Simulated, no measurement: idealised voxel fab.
This is a process module. Its name is voxel wiring stack.
Square cell edge 5 nm, section width 200 nm, ID cut.
Bands, listed from the top down, are how a cross-section gets written in this document; the cross-section itself is a grid of square cells, and a band is one or more rows of them. Band: top and bottom heights (nm) first, top before bottom; then materials from left to right, widths in nm. "throughout" marks a sole material filling the band edge to edge. "air" denotes empty space. Convention: height 0 is the level below which the wafer, as received, is all one material. The lowest band does not terminate at the bottom but continues downward, represented as "0 down". A width such as "30->40" changes by the same amount from each row of cells to the next, from the band's top row to its bottom row. Any step labelled "everything unchanged" changed none of the cells in the cross-section. "closed voids": empty spaces of 8 cells or more with no open way to the top, each given as width x height at distance, distance from the left edge, all in nm. What comes after the settings on a step's line is commentary from the simulator itself on that step. If you see "overlay nm" on a step's line and that step has a mask, it's telling you how far right of where it was planned the mask ended up; a negative number means it went left instead.
# Steps in the process plan
1. RECEIVE with material Si
2. CONFORMAL_DEP with material SiO2, thk nm 10
3. DIRECTIONAL_DEP with material TiN, thk nm 5
4. DIRECTIONAL_DEP with material W, thk nm 15
5. DIRECTIONAL_DEP with material aC, thk nm 10
6. PATTERN with tone cover, mask id METAL_1, material resist, width nm 30, pitch nm 60, thk nm 25, overlay nm 0
7. DIRECTIONAL_ETCH with etch materials aC, depth nm 10
8. STRIP with etch materials resist
9. DIRECTIONAL_ETCH with etch materials W, depth nm 15
10. DIRECTIONAL_ETCH with etch materials TiN, depth nm 5
11. STRIP with etch materials aC
12. FILL_DEP with material lowk, thk nm 10
13. CMP with height nm 30
14. CONFORMAL_DEP with material SiCN, thk nm 5
15. DIRECTIONAL_DEP with material SiO2, thk nm 30
16. MASKED_ETCH with tone open, mask id METAL_2_HOLES, width nm 15, pitch nm 120, etch materials SiO2, depth nm 30, overlay nm 0
17. MASKED_ETCH with tone open, mask id METAL_2, width nm 30, pitch nm 60, etch materials SiO2, depth nm 15, overlay nm 0
18. MASKED_ETCH with tone open, mask id METAL_2, width nm 30, pitch nm 60, etch materials SiCN, depth nm 5, overlay nm 0
19. CONFORMAL_DEP with material TiN, thk nm 5
20. FILL_DEP with material Ru, thk nm 5
21. CMP with height nm 65
22. CONFORMAL_DEP with material SiCN, thk nm 5
23. DIRECTIONAL_DEP with material SiO2, thk nm 15
24. MASKED_ETCH with tone open, mask id PLUG_2, width nm 15, pitch nm 60, etch materials SiO2, depth nm 15, overlay nm 0
25. MASKED_ETCH with tone open, mask id PLUG_2, width nm 15, pitch nm 60, etch materials SiCN, depth nm 5, overlay nm 0
26. EPI with material Ru, thk nm 10
27. EPI with material Ru, thk nm 10
28. CONFORMAL_DEP with material SiN, thk nm 5
29. DIRECTIONAL_DEP with material SiO2, thk nm 25
30. PATTERN with tone open, mask id METAL_3, material resist, width nm 30, pitch nm 60, thk nm 20, overlay nm 0
31. DIRECTIONAL_ETCH with etch materials SiO2, depth nm 25
32. DIRECTIONAL_ETCH with etch materials SiN, depth nm 5
33. STRIP with etch materials resist
34. CONFORMAL_DEP with material TiN, thk nm 5
35. FILL_DEP with material Ru, thk nm 5
36. CMP with height nm 115
37. CONFORMAL_DEP with material SiN, thk nm 5
# Cross-section of the wafer at receipt, which is the condition after step 1
- 0 down = Si throughout
- closed voids: none
# Cross-sectional result after module completion. Note: starting condition and plan are unchanged from above; one processing mistake was made
- 120 to 115 = SiN throughout
- 115 to 90 = SiO2 25 nm; TiN 5 nm; Ru 20 nm; TiN 5 nm; SiO2 30 nm; TiN 5 nm; Ru 20 nm; TiN 5 nm; SiO2 30 nm; TiN 5 nm; Ru 20 nm; TiN 5 nm; SiO2 25 nm
- 90 to 85 = SiN 25 nm; TiN 30 nm; SiN 30 nm; TiN 30 nm; SiN 30 nm; TiN 30 nm; SiN 25 nm
- 85 to 70 = lowk throughout
- 70 to 65 = SiCN throughout
- 65 to 55 = SiO2 25 nm; TiN 5 nm; Ru 20 nm; TiN 5 nm; SiO2 30 nm; TiN 5 nm; Ru 20 nm; TiN 5 nm; SiO2 30 nm; TiN 5 nm; Ru 20 nm; TiN 5 nm; SiO2 25 nm
- 55 to 50 = SiO2 25 nm; TiN 5 nm; Ru 5 nm; TiN 20 nm; SiO2 30 nm; TiN 30 nm; SiO2 30 nm; TiN 5 nm; Ru 5 nm; TiN 20 nm; SiO2 25 nm
- 50 to 35 = SiO2 25 nm; TiN 5 nm; Ru 5 nm; TiN 5 nm; SiO2 105 nm; TiN 5 nm; Ru 5 nm; TiN 5 nm; SiO2 40 nm
- 35 to 30 = SiCN 25 nm; TiN 15 nm; SiCN 105 nm; TiN 15 nm; SiCN 40 nm
- 30 to 15 = lowk 25 nm; W 30 nm; lowk 30 nm; W 30 nm; lowk 30 nm; W 30 nm; lowk 25 nm
- 15 to 10 = lowk 25 nm; TiN 30 nm; lowk 30 nm; TiN 30 nm; lowk 30 nm; TiN 30 nm; lowk 25 nm
- 10 to 0 = SiO2 throughout
- 0 down = Si throughout
- closed voids: none
What was the processing mistake? heads up, step 23 didn't go per plan, it actually ran as DIRECTIONAL_DEP with material lowk, thk nm 15
